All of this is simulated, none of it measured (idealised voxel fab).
The process module presented herein is designated voxel spacer lines.
The width of the displayed cross-section, cut, is 225 nm; its cells are square, with a size of 5 nm.
We lay out every cross-section as a grid of square cells and spell it out in bands from the top down, where one band means one or more rows of cells.
Heights first: top, then bottom, in nm. Then materials, left to right, each with a width in nm. "edge to edge" on a single material: fills the band edge to edge. "air": empty space.
Below 0: as-received wafer, all one material; heights counted from there. Lowest band: no bottom, goes on down, written "top 0, no bottom".
The width entry "30 to 40" should be interpreted row by row: the top row of cells in the band takes the first number, the bottom row takes the second number, and the change between adjacent rows is uniform throughout.
Step note "nothing altered" = no cross-section cell changed.
The entry "Closed void entries" lists the empty spaces that cover at least 8 cells and have no open path to the top. Each is written as width x height at distance, where the distance is measured from the left edge and all three values are in nm.
It should be noted that, on the line of a given step, the content following the step's settings is a remark produced by the simulator itself with respect to that step.
overlay nm: mask right of planned place by this much (step with mask). Neg. = left.

-- Set out below are the planned steps of the process
step 1: RECEIVE: material Si
step 2: CONFORMAL_DEP: material Al2O3, thk nm 10
step 3: DIRECTIONAL_DEP: material TiN, thk nm 15
step 4: DIRECTIONAL_DEP: material polySi, thk nm 20
step 5: PATTERN: tone cover, mask id MANDREL, material resist, width nm 25, pitch nm 80, thk nm 30, overlay nm 0
step 6: DIRECTIONAL_ETCH: etch materials polySi, depth nm 20
step 7: STRIP: etch materials resist
step 8: CONFORMAL_DEP: material SiO2, thk nm 15
step 9: DIRECTIONAL_ETCH: etch materials SiO2, depth nm 15
step 10: STRIP: etch materials polySi
step 11: DIRECTIONAL_ETCH: etch materials TiN, depth nm 15
step 12: STRIP: etch materials SiO2
step 13: FILL_DEP: material lowk, thk nm 10
step 14: CMP: height nm 25

-- So this is the incoming wafer in cross-section - it's already been through step 1
top 0, no bottom | Si edge to edge
Closed void entries: none

-- Same starting wafer, same plan as above, one mistake in the execution; this is the cross-section at the end of the module
top 25, bottom 10 | lowk edge to edge
top 10, bottom 0 | Al2O3 edge to edge
top 0, no bottom | Si edge to edge
Closed void entries: none
It is concluded that the wafer was processed incorrectly with respect to the plan, in that so step 3 ended up running with a different setting than we planned, it ran as DIRECTIONAL_DEP: material lowk, thk nm 15
